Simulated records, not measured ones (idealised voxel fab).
Process module, titled voxel capacitor over wiring
Cross-section cut: width 190 nm, square cells of 5 nm.
Throughout this document, each cross-section is represented as a grid of square cells and is presented as a sequence of bands enumerated from the top downward, where a band comprises one or more rows of cells. It is stipulated that each band's entry specify, in nanometres, the height of the top of the band and then that of its bottom, followed by the materials of the band in left-to-right sequence, each together with its width in nanometres. A single material marked by the word "full width" is understood to fill the band from edge to edge; the word "blank" is understood to denote empty space. Heights are reckoned from 0. Under this level, the received wafer is all of one material. The bottommost band is open-ended downward, for example "from 0 down". The two numbers in a width such as "30->40" mark its ends across the band: the first belongs to the top row of cells, the second to the bottom row, and from each row to the next the width moves by the same amount. The cross-section has no changed cell in any step marked "remained the same". If an empty space has no open way to the top and is at least 8 cells in size, "Closed void register" lists it, written width x height at distance, where distance is measured from the left edge and every value is in nm. Read whatever lies past the settings on a step's line as the simulator's own remark about the step. overlay nm: for a step with a mask, the amount by which the mask lay right of where it was planned; a negative amount means left of it.
These are the steps we planned for the process
1,RECEIVE with material Si
2,CONFORMAL_DEP with material SiO2, thk nm 15
3,CONFORMAL_DEP with material SiCN, thk nm 5
4,DIRECTIONAL_DEP with material lowk, thk nm 20
5,PATTERN with tone open, mask id METAL_1, material resist, width nm 30, pitch nm 95, thk nm 15, overlay nm 0
6,DIRECTIONAL_ETCH with etch materials lowk, depth nm 20
7,DIRECTIONAL_ETCH with etch materials SiCN, depth nm 5
8,STRIP with etch materials resist
9,CONFORMAL_DEP with material TiN, thk nm 5
10,FILL_DEP with material Ru, thk nm 5
11,CMP with height nm 40
12,EPI with material Ru, thk nm 5
13,FILL_DEP with material SiCN, thk nm 5
14,DIRECTIONAL_DEP with material SiO2, thk nm 10
15,PATTERN with tone open, mask id PLUG_1, material resist, width nm 15, thk nm 15, overlay nm 0
16,DIRECTIONAL_ETCH with etch materials SiO2, depth nm 10
17,DIRECTIONAL_ETCH with etch materials SiCN, depth nm 5
18,STRIP with etch materials resist
19,EPI with material Ru, thk nm 10
20,EPI with material Ru, thk nm 5
21,DIRECTIONAL_DEP with material TiN, thk nm 10
22,DIRECTIONAL_DEP with material HfO2, thk nm 5
23,DIRECTIONAL_DEP with material TiN, thk nm 5
24,PATTERN with tone cover, mask id UPPER_PLATE, material resist, width nm 70, thk nm 15, overlay nm 0
25,DIRECTIONAL_ETCH with etch materials TiN, depth nm 5
26,DIRECTIONAL_ETCH with etch materials HfO2, depth nm 5
27,STRIP with etch materials resist
28,MASKED_ETCH with tone cover, mask id LOWER_PLATE, width nm 80, etch materials TiN, depth nm 10, overlay nm 0
29,FILL_DEP with material SiO2, thk nm 15
30,CMP with height nm 90
31,DIRECTIONAL_DEP with material aC, thk nm 15
32,PATTERN with tone open, mask id PLUG_2, material resist, width nm 15, thk nm 35, overlay nm 0
33,DIRECTIONAL_ETCH with etch materials aC, depth nm 15
34,STRIP with etch materials resist
35,DIRECTIONAL_ETCH with etch materials SiO2, depth nm 10
36,STRIP with etch materials aC
37,CONFORMAL_DEP with material TiN, thk nm 5
38,FILL_DEP with material Ru, thk nm 5
39,CMP with height nm 90
40,CONFORMAL_DEP with material SiCN, thk nm 5
The first of a set of two wafers, run to plan
As received (post step 1): cross-section
- from 0 down = Si full width
- Closed void register: none
Cross-section through the wafer, step 2 finished
- from 15 to 0 = SiO2 full width
- No changes below 0.
Cross-section through the wafer, step 3 finished
- from 20 to 15 = SiCN full width
- No changes below 15.
Cross-section through the wafer, step 4 finished
- from 40 to 20 = lowk full width
- No changes below 20.
Cross-section through the wafer, step 5 finished
- from 55 to 40 = 30 of resist / 30 of blank / 65 of resist / 30 of blank / 35 of resist
- No changes below 40.
Cross-section through the wafer, step 6 finished
- from 55 to 40 = 30 of resist / 30 of blank / 65 of resist / 30 of blank / 35 of resist
- from 40 to 20 = 30 of lowk / 30 of blank / 65 of lowk / 30 of blank / 35 of lowk
- No changes below 20.
Cross-section through the wafer, step 7 finished
- from 55 to 40 = 30 of resist / 30 of blank / 65 of resist / 30 of blank / 35 of resist
- from 40 to 20 = 30 of lowk / 30 of blank / 65 of lowk / 30 of blank / 35 of lowk
- from 20 to 15 = 30 of SiCN / 30 of blank / 65 of SiCN / 30 of blank / 35 of SiCN
- No changes below 15.
Cross-section through the wafer, step 8 finished
- from 40 to 20 = 30 of lowk / 30 of blank / 65 of lowk / 30 of blank / 35 of lowk
- No changes below 20.
Cross-section through the wafer, step 9 finished
- from 45 to 40 = 35 of TiN / 20 of blank / 75 of TiN / 20 of blank / 40 of TiN
- from 40 to 20 = 30 of lowk / 5 of TiN / 20 of blank / 5 of TiN / 65 of lowk / 5 of TiN / 20 of blank / 5 of TiN / 35 of lowk
- from 20 to 15 = 30 of SiCN / 30 of TiN / 65 of SiCN / 30 of TiN / 35 of SiCN
- No changes below 15.
Cross-section through the wafer, step 10 finished
- from 50 to 45 = Ru full width
- from 45 to 40 = 35 of TiN / 20 of Ru / 75 of TiN / 20 of Ru / 40 of TiN
- from 40 to 20 = 30 of lowk / 5 of TiN / 20 of Ru / 5 of TiN / 65 of lowk / 5 of TiN / 20 of Ru / 5 of TiN / 35 of lowk
- No changes below 20.
Cross-section through the wafer, step 11 finished
- from 40 to 20 = 30 of lowk / 5 of TiN / 20 of Ru / 5 of TiN / 65 of lowk / 5 of TiN / 20 of Ru / 5 of TiN / 35 of lowk
- No changes below 20.
Cross-section through the wafer, step 12 finished
- from 45 to 40 = 25 of blank / 40 of Ru / 55 of blank / 40 of Ru / 30 of blank
- No changes below 40.
Cross-section through the wafer, step 13 finished
- from 50 to 45 = SiCN full width
- from 45 to 40 = 25 of SiCN / 40 of Ru / 55 of SiCN / 40 of Ru / 30 of SiCN
- No changes below 40.
Cross-section through the wafer, step 14 finished
- from 60 to 50 = SiO2 full width
- No changes below 50.
Cross-section through the wafer, step 15 finished
- from 75 to 60 = 45 of resist / 15 of blank / 130 of resist
- No changes below 60.
Cross-section through the wafer, step 16 finished
- from 75 to 60 = 45 of resist / 15 of blank / 130 of resist
- from 60 to 50 = 45 of SiO2 / 15 of blank / 130 of SiO2
- No changes below 50.
Cross-section through the wafer, step 17 finished
- from 75 to 60 = 45 of resist / 15 of blank / 130 of resist
- from 60 to 50 = 45 of SiO2 / 15 of blank / 130 of SiO2
- from 50 to 45 = 45 of SiCN / 15 of blank / 130 of SiCN
- No changes below 45.
Cross-section through the wafer, step 18 finished
- from 60 to 50 = 45 of SiO2 / 15 of blank / 130 of SiO2
- No changes below 50.
Cross-section through the wafer, step 19 finished
- from 60 to 55 = 45 of SiO2 / 15 of blank / 130 of SiO2
- from 55 to 50 = 45 of SiO2 / 15 of Ru / 130 of SiO2
- from 50 to 45 = 45 of SiCN / 15 of Ru / 130 of SiCN
- No changes below 45.
Cross-section through the wafer, step 20 finished
- from 60 to 50 = 45 of SiO2 / 15 of Ru / 130 of SiO2
- No changes below 50.
Cross-section through the wafer, step 21 finished
- from 70 to 60 = TiN full width
- No changes below 60.
Cross-section through the wafer, step 22 finished
- from 75 to 70 = HfO2 full width
- No changes below 70.
Cross-section through the wafer, step 23 finished
- from 80 to 75 = TiN full width
- No changes below 75.
Cross-section through the wafer, step 24 finished
- from 95 to 80 = 45 of blank / 70 of resist / 75 of blank
- No changes below 80.
Cross-section through the wafer, step 25 finished
- from 95 to 80 = 45 of blank / 70 of resist / 75 of blank
- from 80 to 75 = 45 of blank / 70 of TiN / 75 of blank
- No changes below 75.
Cross-section through the wafer, step 26 finished
- from 95 to 80 = 45 of blank / 70 of resist / 75 of blank
- from 80 to 75 = 45 of blank / 70 of TiN / 75 of blank
- from 75 to 70 = 45 of blank / 70 of HfO2 / 75 of blank
- No changes below 70.
Cross-section through the wafer, step 27 finished
- from 80 to 75 = 45 of blank / 70 of TiN / 75 of blank
- No changes below 75.
Cross-section through the wafer, step 28 finished
- from 80 to 75 = 45 of blank / 70 of TiN / 75 of blank
- from 75 to 70 = 45 of blank / 70 of HfO2 / 75 of blank
- from 70 to 60 = 40 of blank / 80 of TiN / 70 of blank
- No changes below 60.
Cross-section through the wafer, step 29 finished
- from 95 to 80 = SiO2 full width
- from 80 to 75 = 45 of SiO2 / 70 of TiN / 75 of SiO2
- from 75 to 70 = 45 of SiO2 / 70 of HfO2 / 75 of SiO2
- from 70 to 60 = 40 of SiO2 / 80 of TiN / 70 of SiO2
- No changes below 60.
Cross-section through the wafer, step 30 finished
- from 90 to 80 = SiO2 full width
- No changes below 80.
Cross-section through the wafer, step 31 finished
- from 105 to 90 = aC full width
- No changes below 90.
Cross-section through the wafer, step 32 finished
- from 140 to 105 = 55 of resist / 15 of blank / 120 of resist
- No changes below 105.
Cross-section through the wafer, step 33 finished
- from 125 to 105 = 55 of resist / 15 of blank / 120 of resist
- from 105 to 90 = 55 of aC / 15 of blank / 120 of aC
- No changes below 90.
Cross-section through the wafer, step 34 finished
- from 105 to 90 = 55 of aC / 15 of blank / 120 of aC
- No changes below 90.
Cross-section through the wafer, step 35 finished
- from 105 to 90 = 55 of aC / 15 of blank / 120 of aC
- from 90 to 80 = 55 of SiO2 / 15 of blank / 120 of SiO2
- No changes below 80.
Cross-section through the wafer, step 36 finished
- from 90 to 80 = 55 of SiO2 / 15 of blank / 120 of SiO2
- No changes below 80.
Cross-section through the wafer, step 37 finished
- from 95 to 90 = 60 of TiN / 5 of blank / 125 of TiN
- from 90 to 85 = 55 of SiO2 / 5 of TiN / 5 of blank / 5 of TiN / 120 of SiO2
- from 85 to 75 = 55->45 of SiO2 / 15->70 of TiN / 120->75 of SiO2
- No changes below 75.
Cross-section through the wafer, step 38 finished
- from 100 to 95 = Ru full width
- from 95 to 90 = 60 of TiN / 5 of Ru / 125 of TiN
- from 90 to 85 = 55 of SiO2 / 5 of TiN / 5 of Ru / 5 of TiN / 120 of SiO2
- No changes below 85.
Cross-section through the wafer, step 39 finished
- from 90 to 85 = 55 of SiO2 / 5 of TiN / 5 of Ru / 5 of TiN / 120 of SiO2
- No changes below 85.
Cross-section through the wafer, step 40 finished
- from 95 to 90 = SiCN full width
- No changes below 90.
The second wafer: identical to the first at the outset and in its planned sequence, differing only in that one mistake was made during processing; up to and including step 27, its path is the first wafer's path
The second wafer cut through, at the time step 28 was supposed to be finished
- from 80 to 75 = 45 of blank / 70 of TiN / 75 of blank
- from 75 to 70 = 45 of blank / 70 of HfO2 / 75 of blank
- from 70 to 60 = 35 of blank / 80 of TiN / 75 of blank
- No changes below 60.
The second wafer cut through, at the time step 29 was supposed to be finished
- from 95 to 80 = SiO2 full width
- from 80 to 75 = 45 of SiO2 / 70 of TiN / 75 of SiO2
- from 75 to 70 = 45 of SiO2 / 70 of HfO2 / 75 of SiO2
- from 70 to 60 = 35 of SiO2 / 80 of TiN / 75 of SiO2
- No changes below 60.
The second wafer cut through, at the time step 30 was supposed to be finished
- from 90 to 80 = SiO2 full width
- No changes below 80.
The second wafer cut through, at the time step 31 was supposed to be finished
- from 105 to 90 = aC full width
- No changes below 90.
The second wafer cut through, at the time step 32 was supposed to be finished
- from 140 to 105 = 55 of resist / 15 of blank / 120 of resist
- No changes below 105.
The second wafer cut through, at the time step 33 was supposed to be finished
- from 125 to 105 = 55 of resist / 15 of blank / 120 of resist
- from 105 to 90 = 55 of aC / 15 of blank / 120 of aC
- No changes below 90.
The second wafer cut through, at the time step 34 was supposed to be finished
- from 105 to 90 = 55 of aC / 15 of blank / 120 of aC
- No changes below 90.
The second wafer cut through, at the time step 35 was supposed to be finished
- from 105 to 90 = 55 of aC / 15 of blank / 120 of aC
- from 90 to 80 = 55 of SiO2 / 15 of blank / 120 of SiO2
- No changes below 80.
The second wafer cut through, at the time step 36 was supposed to be finished
- from 90 to 80 = 55 of SiO2 / 15 of blank / 120 of SiO2
- No changes below 80.
The second wafer cut through, at the time step 37 was supposed to be finished
- from 95 to 90 = 60 of TiN / 5 of blank / 125 of TiN
- from 90 to 85 = 55 of SiO2 / 5 of TiN / 5 of blank / 5 of TiN / 120 of SiO2
- from 85 to 75 = 55->45 of SiO2 / 15->70 of TiN / 120->75 of SiO2
- No changes below 75.
The second wafer cut through, at the time step 38 was supposed to be finished
- from 100 to 95 = Ru full width
- from 95 to 90 = 60 of TiN / 5 of Ru / 125 of TiN
- from 90 to 85 = 55 of SiO2 / 5 of TiN / 5 of Ru / 5 of TiN / 120 of SiO2
- No changes below 85.
The second wafer cut through, at the time step 39 was supposed to be finished
- from 90 to 85 = 55 of SiO2 / 5 of TiN / 5 of Ru / 5 of TiN / 120 of SiO2
- No changes below 85.
The second wafer cut through, at the time step 40 was supposed to be finished
- from 95 to 90 = SiCN full width
- No changes below 90.
What went wrong in running the wafer? heads up, step 28 didn't go per plan, it actually ran as MASKED_ETCH with tone cover, mask id LOWER_PLATE, width nm 80, etch materials TiN, depth nm 10, overlay nm -5
At the end, the second wafer has the same number of cells of each material as the first, but those cells sit in other places.
